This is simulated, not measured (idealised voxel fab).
This is a process module. Its name is voxel capacitor over wiring.
Displayed cross-section: cut, width of 280 nm, square cells sized 5 nm.
Cross-section, as written here: a square-cell grid given band by band from the top down, where a band holds one or more rows of cells. Per band: top height and bottom height in nm, followed by the left-to-right materials and their widths in nm; "edge to edge" marks a single material spanning edge to edge, "blank" marks empty space. Measure heights from 0. That's the level where, below it, the as-received wafer is all one material. The lowest band is bottomless and extends downward; write it as in "0 down". A width such as "30->40" changes by the same amount from each row of cells to the next, from the band's top row to its bottom row. What does "remains unaltered" mean for a step? It means no cell of the cross-section changed in that step. "Cavities, sealed" specifies each empty space that is not open to the top and that occupies no fewer than 8 cells, using the form width x height at distance, the distance measured from the left edge and all three quantities in nm. after a step's settings: what the simulator itself notes on the step. overlay nm, on a step with a mask: how far to the right of its planned place the mask lay; to the left if negative.
**plan**
1: RECEIVE: material Si
2: CONFORMAL_DEP: material SiO2, thk nm 15
3: CONFORMAL_DEP: material SiCN, thk nm 5
4: DIRECTIONAL_DEP: material lowk, thk nm 15
5: MASKED_ETCH: tone open, mask id METAL_1, width nm 25, pitch nm 90, etch materials lowk, depth nm 15, overlay nm 0
6: MASKED_ETCH: tone open, mask id METAL_1, width nm 25, pitch nm 90, etch materials SiCN, depth nm 5, overlay nm 0
7: CONFORMAL_DEP: material TiN, thk nm 5
8: FILL_DEP: material Cu, thk nm 5
9: CMP: height nm 35
10: CONFORMAL_DEP: material SiCN, thk nm 5
11: DIRECTIONAL_DEP: material SiO2, thk nm 20
12: MASKED_ETCH: tone open, mask id PLUG_1, width nm 15, etch materials SiO2, depth nm 20, overlay nm 0
13: MASKED_ETCH: tone open, mask id PLUG_1, width nm 15, etch materials SiCN, depth nm 5, overlay nm 0
14: EPI: material Ru, thk nm 10
15: EPI: material Ru, thk nm 10
16: EPI: material Ru, thk nm 5
17: DIRECTIONAL_DEP: material TiN, thk nm 10
18: DIRECTIONAL_DEP: material Al2O3, thk nm 5
19: DIRECTIONAL_DEP: material TiN, thk nm 5
20: PATTERN: tone cover, mask id UPPER_PLATE, material resist, width nm 70, thk nm 15, overlay nm 0
21: DIRECTIONAL_ETCH: etch materials TiN, depth nm 5
22: DIRECTIONAL_ETCH: etch materials Al2O3, depth nm 5
23: STRIP: etch materials resist
24: MASKED_ETCH: tone cover, mask id LOWER_PLATE, width nm 80, etch materials TiN, depth nm 10, overlay nm 0
25: FILL_DEP: material SiO2, thk nm 20
26: CMP: height nm 95
27: PATTERN: tone open, mask id PLUG_2, material resist, width nm 15, thk nm 20, overlay nm 0
28: DIRECTIONAL_ETCH: etch materials SiO2, depth nm 15
29: STRIP: etch materials resist
30: CONFORMAL_DEP: material TiN, thk nm 5
31: FILL_DEP: material W, thk nm 10
32: CMP: height nm 95
33: CONFORMAL_DEP: material SiCN, thk nm 5
**Wafer at receipt (post step 1), cross-section**
    0 down = Si edge to edge
    Cavities, sealed: none
**First of two wafers at the end of the module, shown in cross-section; run carried out as planned**
    100 to 95 = SiCN edge to edge
    95 to 85 = SiO2: 100  TiN: 5  W: 5  TiN: 5  SiO2: 165
    85 to 75 = SiO2: 100->90  TiN: 15->70  SiO2: 165->120
    75 to 70 = SiO2: 90  Al2O3: 70  SiO2: 120
    70 to 60 = SiO2: 85  TiN: 80  SiO2: 115
    60 to 40 = SiO2: 90  Ru: 15  SiO2: 175
    40 to 35 = SiCN: 90  Ru: 15  SiCN: 175
    35 to 20 = lowk: 80  TiN: 5  Cu: 15  TiN: 5  lowk: 65  TiN: 5  Cu: 15  TiN: 5  lowk: 85
    20 to 15 = SiCN: 80  TiN: 25  SiCN: 65  TiN: 25  SiCN: 85
    15 to 0 = SiO2 edge to edge
    0 down = Si edge to edge
    Cavities, sealed: none
**Cross-section, wafer two of two, end of module: same start and plan as wafer one, one error in execution**
    100 to 95 = SiCN edge to edge
    95 to 85 = W: 95  TiN: 5  SiO2: 15  TiN: 5  W: 160
    85 to 80 = TiN: 100  SiO2: 15  TiN: 165
    80 to 75 = SiO2: 90  TiN: 70  SiO2: 120
    75 to 70 = SiO2: 90  Al2O3: 70  SiO2: 120
    70 to 60 = SiO2: 85  TiN: 80  SiO2: 115
    60 to 40 = SiO2: 90  Ru: 15  SiO2: 175
    40 to 35 = SiCN: 90  Ru: 15  SiCN: 175
    35 to 20 = lowk: 80  TiN: 5  Cu: 15  TiN: 5  lowk: 65  TiN: 5  Cu: 15  TiN: 5  lowk: 85
    20 to 15 = SiCN: 80  TiN: 25  SiCN: 65  TiN: 25  SiCN: 85
    15 to 0 = SiO2 edge to edge
    0 down = Si edge to edge
    Cavities, sealed: none
Against the plan, the run slipped here: step 27 was run on a setting that differed from the plan, and what really ran there is PATTERN: tone cover, mask id PLUG_2, material resist, width nm 15, thk nm 20, overlay nm 0
Final comparison by cell count, materials where the second wafer has more or fewer than the first: SiO2 -150 | TiN +50 | W +100
